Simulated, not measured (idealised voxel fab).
Module name: voxel capacitor over wiring (process module)
Xsec cut, 270 nm wide, square cell size 5 nm.
A cross-section in this document is a grid of square cells, and it is written down as bands, the top band listed before the ones below it; a band is made up of one or more rows of cells. A band entry consists of two parts. The first gives the height of the band's top and the height of its bottom, in nm. The rest lists the band's materials from left to right, each with its width in nm. A single material labelled with the word "all across" fills the band from edge to edge, and the word "blank" marks empty space. For the purposes of this specification, 0 denotes the height below which the wafer in its as-received condition is composed wholly of one material, and the lowermost band, lacking a lower limit, extends downward without end, as expressed in "z 0 and below". The notation "30..40" denotes a width that varies across the rows of cells in the band, beginning at the first number in the top row, finishing at the second number in the bottom row, and changing by an identical amount from each row to the next. "no alterations made", as given for a step, is the statement that not any cell of the cross-section underwent a change during that step. In the "Sealed void listing" entry, you get each enclosed empty space of 8 cells or more, one with no open way to the top, written width x height at distance, distance from the left edge, in nm. It should be noted that, on the line of a given step, the content following the step's settings is a remark produced by the simulator itself with respect to that step. For masked steps, "overlay nm" on the step line gives how far right of plan the mask actually lay; a minus sign means it lay to the left.
## The planned process steps are enumerated hereunder
1. RECEIVE with material Si
2. CONFORMAL_DEP with material SiO2, thk nm 15
3. CONFORMAL_DEP with material SiN, thk nm 5
4. DIRECTIONAL_DEP with material SiO2, thk nm 20
5. DIRECTIONAL_DEP with material aC, thk nm 15
6. PATTERN with tone open, mask id METAL_1, material resist, width nm 30, pitch nm 80, thk nm 35, overlay nm 0
7. DIRECTIONAL_ETCH with etch materials aC, depth nm 15
8. STRIP with etch materials resist
9. DIRECTIONAL_ETCH with etch materials SiO2, depth nm 20
10. DIRECTIONAL_ETCH with etch materials SiN, depth nm 5
11. STRIP with etch materials aC
12. CONFORMAL_DEP with material TiN, thk nm 5
13. FILL_DEP with material Cu, thk nm 5
14. CMP with height nm 40
15. CONFORMAL_DEP with material SiCN, thk nm 5
16. DIRECTIONAL_DEP with material lowk, thk nm 20
17. MASKED_ETCH with tone open, mask id PLUG_1, width nm 15, etch materials lowk, depth nm 20, overlay nm 0
18. MASKED_ETCH with tone open, mask id PLUG_1, width nm 15, etch materials SiCN, depth nm 5, overlay nm 0
19. CONFORMAL_DEP with material TiN, thk nm 5
20. FILL_DEP with material Cu, thk nm 5
21. CMP with height nm 65
22. DIRECTIONAL_DEP with material TiN, thk nm 10
23. DIRECTIONAL_DEP with material HfO2, thk nm 5
24. DIRECTIONAL_DEP with material TiN, thk nm 5
25. PATTERN with tone cover, mask id UPPER_PLATE, material resist, width nm 55, thk nm 15, overlay nm 0
26. DIRECTIONAL_ETCH with etch materials TiN, depth nm 5
27. DIRECTIONAL_ETCH with etch materials HfO2, depth nm 5
28. STRIP with etch materials resist
29. DIRECTIONAL_DEP with material aC, thk nm 10
30. PATTERN with tone cover, mask id LOWER_PLATE, material resist, width nm 65, thk nm 25, overlay nm 0
31. DIRECTIONAL_ETCH with etch materials aC, depth nm 10
32. STRIP with etch materials resist
33. DIRECTIONAL_ETCH with etch materials TiN, depth nm 10
34. STRIP with etch materials aC
35. FILL_DEP with material SiO2, thk nm 15
36. CMP with height nm 95
37. DIRECTIONAL_DEP with material aC, thk nm 10
38. PATTERN with tone open, mask id PLUG_2, material resist, width nm 15, thk nm 30, overlay nm 0
39. DIRECTIONAL_ETCH with etch materials aC, depth nm 10
40. STRIP with etch materials resist
41. DIRECTIONAL_ETCH with etch materials SiO2, depth nm 10
42. STRIP with etch materials aC
43. CONFORMAL_DEP with material TiN, thk nm 5
44. FILL_DEP with material Ru, thk nm 5
45. CMP with height nm 95
46. CONFORMAL_DEP with material SiN, thk nm 5
## Cross-section of the incoming wafer, state after step 1
	z 0 and below | Si all across
	Sealed void listing: none
## The first of the two wafers as seen in cross-section once the module was finished; processing followed the plan
	z 100 to 95 | SiN all across
	z 95 to 90 | SiO2 105 nm, then TiN 5 nm, then Ru 5 nm, then TiN 5 nm, then SiO2 150 nm
	z 90 to 80 | SiO2 105..95 nm, then TiN 15..55 nm, then SiO2 150..120 nm
	z 80 to 75 | SiO2 95 nm, then HfO2 55 nm, then SiO2 120 nm
	z 75 to 65 | SiO2 90 nm, then TiN 65 nm, then SiO2 115 nm
	z 65 to 45 | lowk 95 nm, then TiN 5 nm, then Cu 5 nm, then TiN 5 nm, then lowk 160 nm
	z 45 to 40 | SiCN 95 nm, then TiN 15 nm, then SiCN 160 nm
	z 40 to 20 | SiO2 80 nm, then TiN 5 nm, then Cu 20 nm, then TiN 5 nm, then SiO2 50 nm, then TiN 5 nm, then Cu 20 nm, then TiN 5 nm, then SiO2 80 nm
	z 20 to 15 | SiN 80 nm, then TiN 30 nm, then SiN 50 nm, then TiN 30 nm, then SiN 80 nm
	z 15 to 0 | SiO2 all across
	z 0 and below | Si all across
	Sealed void listing: none
## Second wafer through the module, sectioned at the end: same beginning and same plan as the first wafer, with one mistake in carrying it out
	z 100 to 95 | SiN all across
	z 95 to 90 | SiO2 105 nm, then TiN 5 nm, then Ru 5 nm, then TiN 5 nm, then SiO2 150 nm
	z 90 to 80 | SiO2 105..95 nm, then TiN 15..55 nm, then SiO2 150..120 nm
	z 80 to 75 | SiO2 95 nm, then HfO2 55 nm, then SiO2 120 nm
	z 75 to 65 | SiO2 90 nm, then TiN 65 nm, then SiO2 115 nm
	z 65 to 45 | lowk 95 nm, then TiN 5 nm, then Cu 5 nm, then TiN 5 nm, then lowk 160 nm
	z 45 to 40 | SiCN 95 nm, then TiN 15 nm, then SiCN 160 nm
	z 40 to 35 | SiO2 80 nm, then TiN 5 nm, then Cu 20 nm, then TiN 5 nm, then SiO2 50 nm, then TiN 5 nm, then Cu 20 nm, then TiN 5 nm, then SiO2 80 nm
	z 35 to 30 | SiN 80 nm, then TiN 30 nm, then SiN 50 nm, then TiN 30 nm, then SiN 80 nm
	z 30 to 0 | SiO2 all across
	z 0 and below | Si all across
	Sealed void listing: none
Heads up, the wafer didn't run the way we planned it: plan step 2 was conducted twice
It is noted that, at the conclusion of processing, the second wafer exhibits a higher or lower cell count for certain materials relative to the first: Cu: 24 fewer, SiO2: 36 more, TiN: 12 fewer
